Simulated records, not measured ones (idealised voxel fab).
The following process module bears the name voxel air gaps.
Square cell edge 5 nm, section width 280 nm, ID cut.
Throughout this document, each cross-section is represented as a grid of square cells and is presented as a sequence of bands enumerated from the top downward, where a band comprises one or more rows of cells. Each band's line starts with the height of the band's top and of its bottom, in nm. Then come its materials from left to right, each with its width in nm. One material with "everywhere" fills the band from edge to edge. "blank" is empty space. It should be noted that heights are counted from 0, beneath which the wafer as supplied is of one material throughout, and that the lowest band possesses no lower boundary but continues downward, as written in "0 and below". It should be noted that a width expressed as "30 to 40" varies in equal increments from row to row of cells within the band, taking the value of the first number at the top row and that of the second number at the bottom row. "nothing altered" after a step means that no cell of the cross-section changed. "Closed voids list" specifies each empty space that is not open to the top and that occupies no fewer than 8 cells, using the form width x height at distance, the distance measured from the left edge and all three quantities in nm. The remark found on a step's line after its settings is issued by the simulator itself and pertains to that step. overlay nm: for a step with a mask, the amount by which the mask lay right of where it was planned; a negative amount means left of it.

[Planned step list for the process]
1 RECEIVE (material Si)
2 CONFORMAL_DEP (material SiO2; thk nm 10)
3 CONFORMAL_DEP (material SiN; thk nm 5)
4 DIRECTIONAL_DEP (material lowk; thk nm 40)
5 PATTERN (tone open; mask id LINES; material resist; width nm 20; pitch nm 45; thk nm 15; overlay nm 0)
6 DIRECTIONAL_ETCH (etch materials lowk; depth nm 40)
7 STRIP (etch materials resist)
8 CONFORMAL_DEP (material TiN; thk nm 5)
9 FILL_DEP (material Ru; thk nm 10)
10 CMP (height nm 55)
11 EPI (material Ru; thk nm 10)
12 SELECTIVE_ETCH (etch materials lowk; depth nm 50)
13 CONFORMAL_DEP (material SiCN; thk nm 5)

[First of two wafers, processed according to plan]

[Cross-section of the wafer upon arrival, representing the state reached after step 1]
  0 and below  Si everywhere
  Closed voids list: none

[Cross-section of the wafer after step 2]
  10 down to 0  SiO2 everywhere
  Nothing below the height 0 has changed.

[Cross-section of the wafer after step 3]
  15 down to 10  SiN everywhere
  Nothing below the height 10 has changed.

[Cross-section of the wafer after step 4]
  55 down to 15  lowk everywhere
  Nothing below the height 15 has changed.

[Cross-section of the wafer after step 5]
  70 down to 55  resist: 60  blank: 20  resist: 25  blank: 20  resist: 25  blank: 20  resist: 25  blank: 20  resist: 65
  Nothing below the height 55 has changed.

[Cross-section of the wafer after step 6]
  70 down to 55  resist: 60  blank: 20  resist: 25  blank: 20  resist: 25  blank: 20  resist: 25  blank: 20  resist: 65
  55 down to 15  lowk: 60  blank: 20  lowk: 25  blank: 20  lowk: 25  blank: 20  lowk: 25  blank: 20  lowk: 65
  Nothing below the height 15 has changed.

[Cross-section of the wafer after step 7]
  55 down to 15  lowk: 60  blank: 20  lowk: 25  blank: 20  lowk: 25  blank: 20  lowk: 25  blank: 20  lowk: 65
  Nothing below the height 15 has changed.

[Cross-section of the wafer after step 8]
  60 down to 55  TiN: 65  blank: 10  TiN: 35  blank: 10  TiN: 35  blank: 10  TiN: 35  blank: 10  TiN: 70
  55 down to 20  lowk: 60  TiN: 5  blank: 10  TiN: 5  lowk: 25  TiN: 5  blank: 10  TiN: 5  lowk: 25  TiN: 5  blank: 10  TiN: 5  lowk: 25  TiN: 5  blank: 10  TiN: 5  lowk: 65
  20 down to 15  lowk: 60  TiN: 20  lowk: 25  TiN: 20  lowk: 25  TiN: 20  lowk: 25  TiN: 20  lowk: 65
  Nothing below the height 15 has changed.

[Cross-section of the wafer after step 9]
  70 down to 60  Ru everywhere
  60 down to 55  TiN: 65  Ru: 10  TiN: 35  Ru: 10  TiN: 35  Ru: 10  TiN: 35  Ru: 10  TiN: 70
  55 down to 20  lowk: 60  TiN: 5  Ru: 10  TiN: 5  lowk: 25  TiN: 5  Ru: 10  TiN: 5  lowk: 25  TiN: 5  Ru: 10  TiN: 5  lowk: 25  TiN: 5  Ru: 10  TiN: 5  lowk: 65
  Nothing below the height 20 has changed.

[Cross-section of the wafer after step 10]
  55 down to 20  lowk: 60  TiN: 5  Ru: 10  TiN: 5  lowk: 25  TiN: 5  Ru: 10  TiN: 5  lowk: 25  TiN: 5  Ru: 10  TiN: 5  lowk: 25  TiN: 5  Ru: 10  TiN: 5  lowk: 65
  Nothing below the height 20 has changed.

[Cross-section of the wafer after step 11]
  65 down to 55  blank: 50  Ru: 40  blank: 5  Ru: 40  blank: 5  Ru: 40  blank: 5  Ru: 40  blank: 55
  Nothing below the height 55 has changed.

[Cross-section of the wafer after step 12]
  65 down to 55  blank: 50  Ru: 40  blank: 5  Ru: 40  blank: 5  Ru: 40  blank: 5  Ru: 40  blank: 55
  55 down to 20  blank: 60  TiN: 5  Ru: 10  TiN: 5  blank: 25  TiN: 5  Ru: 10  TiN: 5  blank: 25  TiN: 5  Ru: 10  TiN: 5  blank: 25  TiN: 5  Ru: 10  TiN: 5  blank: 65
  20 down to 15  blank: 60  TiN: 20  blank: 25  TiN: 20  blank: 25  TiN: 20  blank: 25  TiN: 20  blank: 65
  Nothing below the height 15 has changed.

[Cross-section of the wafer after step 13]
  70 down to 65  blank: 45  SiCN: 185  blank: 50
  65 down to 55  blank: 45  SiCN: 5  Ru: 40  SiCN: 5  Ru: 40  SiCN: 5  Ru: 40  SiCN: 5  Ru: 40  SiCN: 5  blank: 50
  55 down to 50  blank: 45  SiCN: 15  TiN: 5  Ru: 10  TiN: 5  SiCN: 25  TiN: 5  Ru: 10  TiN: 5  SiCN: 25  TiN: 5  Ru: 10  TiN: 5  SiCN: 25  TiN: 5  Ru: 10  TiN: 5  SiCN: 15  blank: 50
  50 down to 20  blank: 55  SiCN: 5  TiN: 5  Ru: 10  TiN: 5  SiCN: 5  blank: 15  SiCN: 5  TiN: 5  Ru: 10  TiN: 5  SiCN: 5  blank: 15  SiCN: 5  TiN: 5  Ru: 10  TiN: 5  SiCN: 5  blank: 15  SiCN: 5  TiN: 5  Ru: 10  TiN: 5  SiCN: 5  blank: 60
  20 down to 15  SiCN: 60  TiN: 20  SiCN: 25  TiN: 20  SiCN: 25  TiN: 20  SiCN: 25  TiN: 20  SiCN: 65
  Nothing below the height 15 has changed.
  Closed voids list: 15 x 30 at 85; 15 x 30 at 130; 15 x 30 at 175

[The second wafer was prepared from the same starting point and under the same plan as the first; its processing contained one mistake, and it remains indistinguishable from the first wafer up to and including step 4]

[Second wafer profile in section, at the moment step 5 of the plan was meant to be complete]
  70 down to 55  resist: 65  blank: 15  resist: 30  blank: 15  resist: 30  blank: 15  resist: 30  blank: 15  resist: 65
  Nothing below the height 55 has changed.

[Second wafer profile in section, at the moment step 6 of the plan was meant to be complete]
  70 down to 55  resist: 65  blank: 15  resist: 30  blank: 15  resist: 30  blank: 15  resist: 30  blank: 15  resist: 65
  55 down to 15  lowk: 65  blank: 15  lowk: 30  blank: 15  lowk: 30  blank: 15  lowk: 30  blank: 15  lowk: 65
  Nothing below the height 15 has changed.

[Second wafer profile in section, at the moment step 7 of the plan was meant to be complete]
  55 down to 15  lowk: 65  blank: 15  lowk: 30  blank: 15  lowk: 30  blank: 15  lowk: 30  blank: 15  lowk: 65
  Nothing below the height 15 has changed.

[Second wafer profile in section, at the moment step 8 of the plan was meant to be complete]
  60 down to 55  TiN: 70  blank: 5  TiN: 40  blank: 5  TiN: 40  blank: 5  TiN: 40  blank: 5  TiN: 70
  55 down to 20  lowk: 65  TiN: 5  blank: 5  TiN: 5  lowk: 30  TiN: 5  blank: 5  TiN: 5  lowk: 30  TiN: 5  blank: 5  TiN: 5  lowk: 30  TiN: 5  blank: 5  TiN: 5  lowk: 65
  20 down to 15  lowk: 65  TiN: 15  lowk: 30  TiN: 15  lowk: 30  TiN: 15  lowk: 30  TiN: 15  lowk: 65
  Nothing below the height 15 has changed.

[Second wafer profile in section, at the moment step 9 of the plan was meant to be complete]
  70 down to 60  Ru everywhere
  60 down to 55  TiN: 70  Ru: 5  TiN: 40  Ru: 5  TiN: 40  Ru: 5  TiN: 40  Ru: 5  TiN: 70
  55 down to 20  lowk: 65  TiN: 5  Ru: 5  TiN: 5  lowk: 30  TiN: 5  Ru: 5  TiN: 5  lowk: 30  TiN: 5  Ru: 5  TiN: 5  lowk: 30  TiN: 5  Ru: 5  TiN: 5  lowk: 65
  Nothing below the height 20 has changed.

[Second wafer profile in section, at the moment step 10 of the plan was meant to be complete]
  55 down to 20  lowk: 65  TiN: 5  Ru: 5  TiN: 5  lowk: 30  TiN: 5  Ru: 5  TiN: 5  lowk: 30  TiN: 5  Ru: 5  TiN: 5  lowk: 30  TiN: 5  Ru: 5  TiN: 5  lowk: 65
  Nothing below the height 20 has changed.

[Second wafer profile in section, at the moment step 11 of the plan was meant to be complete]
  65 down to 55  blank: 55  Ru: 35  blank: 10  Ru: 35  blank: 10  Ru: 35  blank: 10  Ru: 35  blank: 55
  Nothing below the height 55 has changed.

[Second wafer profile in section, at the moment step 12 of the plan was meant to be complete]
  65 down to 55  blank: 55  Ru: 35  blank: 10  Ru: 35  blank: 10  Ru: 35  blank: 10  Ru: 35  blank: 55
  55 down to 20  blank: 65  TiN: 5  Ru: 5  TiN: 5  blank: 30  TiN: 5  Ru: 5  TiN: 5  blank: 30  TiN: 5  Ru: 5  TiN: 5  blank: 30  TiN: 5  Ru: 5  TiN: 5  blank: 65
  20 down to 15  blank: 65  TiN: 15  blank: 30  TiN: 15  blank: 30  TiN: 15  blank: 30  TiN: 15  blank: 65
  Nothing below the height 15 has changed.

[Second wafer profile in section, at the moment step 13 of the plan was meant to be complete]
  70 down to 65  blank: 50  SiCN: 180  blank: 50
  65 down to 55  blank: 50  SiCN: 5  Ru: 35  SiCN: 10  Ru: 35  SiCN: 10  Ru: 35  SiCN: 10  Ru: 35  SiCN: 5  blank: 50
  55 down to 50  blank: 50  SiCN: 15  TiN: 5  Ru: 5  TiN: 5  SiCN: 30  TiN: 5  Ru: 5  TiN: 5  SiCN: 30  TiN: 5  Ru: 5  TiN: 5  SiCN: 30  TiN: 5  Ru: 5  TiN: 5  SiCN: 15  blank: 50
  50 down to 20  blank: 60  SiCN: 5  TiN: 5  Ru: 5  TiN: 5  SiCN: 5  blank: 20  SiCN: 5  TiN: 5  Ru: 5  TiN: 5  SiCN: 5  blank: 20  SiCN: 5  TiN: 5  Ru: 5  TiN: 5  SiCN: 5  blank: 20  SiCN: 5  TiN: 5  Ru: 5  TiN: 5  SiCN: 5  blank: 60
  20 down to 15  SiCN: 65  TiN: 15  SiCN: 30  TiN: 15  SiCN: 30  TiN: 15  SiCN: 30  TiN: 15  SiCN: 65
  Nothing below the height 15 has changed.
  Closed voids list: 20 x 30 at 85; 20 x 30 at 130; 20 x 30 at 175
It is concluded that the wafer was processed incorrectly with respect to the plan, in that step 5 was not run as planned; what actually ran was PATTERN (tone open; mask id LINES; material resist; width nm 15; pitch nm 45; thk nm 15; overlay nm 0)
The second wafer ends with more or fewer cells of some materials than the first, per final count: 36 fewer of Ru; 12 more of SiCN; 4 fewer of TiN
